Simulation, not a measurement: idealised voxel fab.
The process module presented herein is designated voxel trench capacitor.
255 nm wide, 5 nm square cells: that's cross-section cut.
Notation: cross-section as square-cell grid; stated in bands, top first, going down; one or more cell rows per band. A band entry consists of two parts. The first gives the height of the band's top and the height of its bottom, in nm. The rest lists the band's materials from left to right, each with its width in nm. A single material labelled with the word "all across" fills the band from edge to edge, and the word "blank" marks empty space. Height datum 0, below which the as-received substrate wafer is one material. Lowest band open at the bottom, running downward: "from 0 down". When a width is written as two numbers, as in "30->40", the first number is the width in the top row of cells of the band and the second is the width in its bottom row, and the width changes by the same amount from each row to the next. The cross-section has no changed cell in any step marked "no alterations made". Voids not open to the top, 8 cells minimum: see "Closed empty spaces". Written width x height at distance; distance is from the left edge; nm. Step line, after settings: the simulator's comment on this step. Steps that use a mask can have "overlay nm" on their line. It says how far the mask sat to the right of where it was meant to be. Negative means to the left.
Planned process steps
1 RECEIVE (material Si)
2 CONFORMAL_DEP (material SiN; thk nm 5)
3 PATTERN (tone open; mask id TRENCH; material resist; width nm 20; pitch nm 40; thk nm 15; overlay nm 0)
4 DIRECTIONAL_ETCH (etch materials SiN; depth nm 5)
5 DIRECTIONAL_ETCH (etch materials Si; depth nm 35)
6 STRIP (etch materials resist)
7 CONFORMAL_DEP (material Al2O3; thk nm 5)
8 FILL_DEP (material polySi; thk nm 5)
9 CMP (height nm 5)
Here's what the wafer looked like in cross-section when it arrived - that's after step 1
  from 0 down | Si all across
  Closed empty spaces: none
The first of two wafers, cross-sectioned at the end of the module, with the run proceeding as planned
  from 5 to 0 | SiN 55, then Al2O3 5, then polySi 10, then Al2O3 5, then SiN 20, then Al2O3 5, then polySi 10, then Al2O3 5, then SiN 20, then Al2O3 5, then polySi 10, then Al2O3 5, then SiN 20, then Al2O3 5, then polySi 10, then Al2O3 5, then SiN 60
  from 0 to -30 | Si 55, then Al2O3 5, then polySi 10, then Al2O3 5, then Si 20, then Al2O3 5, then polySi 10, then Al2O3 5, then Si 20, then Al2O3 5, then polySi 10, then Al2O3 5, then Si 20, then Al2O3 5, then polySi 10, then Al2O3 5, then Si 60
  from -30 to -35 | Si 55, then Al2O3 20, then Si 20, then Al2O3 20, then Si 20, then Al2O3 20, then Si 20, then Al2O3 20, then Si 60
  from -35 down | Si all across
  Closed empty spaces: none
The second wafer, shown in cross-section after the module: started the same way as the first and given the same plan, yet one mistake crept into how it was run
  from 5 to 0 | SiN 60, then Al2O3 5, then polySi 10, then Al2O3 5, then SiN 20, then Al2O3 5, then polySi 10, then Al2O3 5, then SiN 20, then Al2O3 5, then polySi 10, then Al2O3 5, then SiN 20, then Al2O3 5, then polySi 10, then Al2O3 5, then SiN 55
  from 0 to -30 | Si 60, then Al2O3 5, then polySi 10, then Al2O3 5, then Si 20, then Al2O3 5, then polySi 10, then Al2O3 5, then Si 20, then Al2O3 5, then polySi 10, then Al2O3 5, then Si 20, then Al2O3 5, then polySi 10, then Al2O3 5, then Si 55
  from -30 to -35 | Si 60, then Al2O3 20, then Si 20, then Al2O3 20, then Si 20, then Al2O3 20, then Si 20, then Al2O3 20, then Si 55
  from -35 down | Si all across
  Closed empty spaces: none
Processing error: step 3 did not use the planned setting and instead ran as PATTERN (tone open; mask id TRENCH; material resist; width nm 20; pitch nm 40; thk nm 15; overlay nm 5)
Comparing end states, the material composition by cell count is preserved from the first wafer to the second, while the locations of the cells are not.
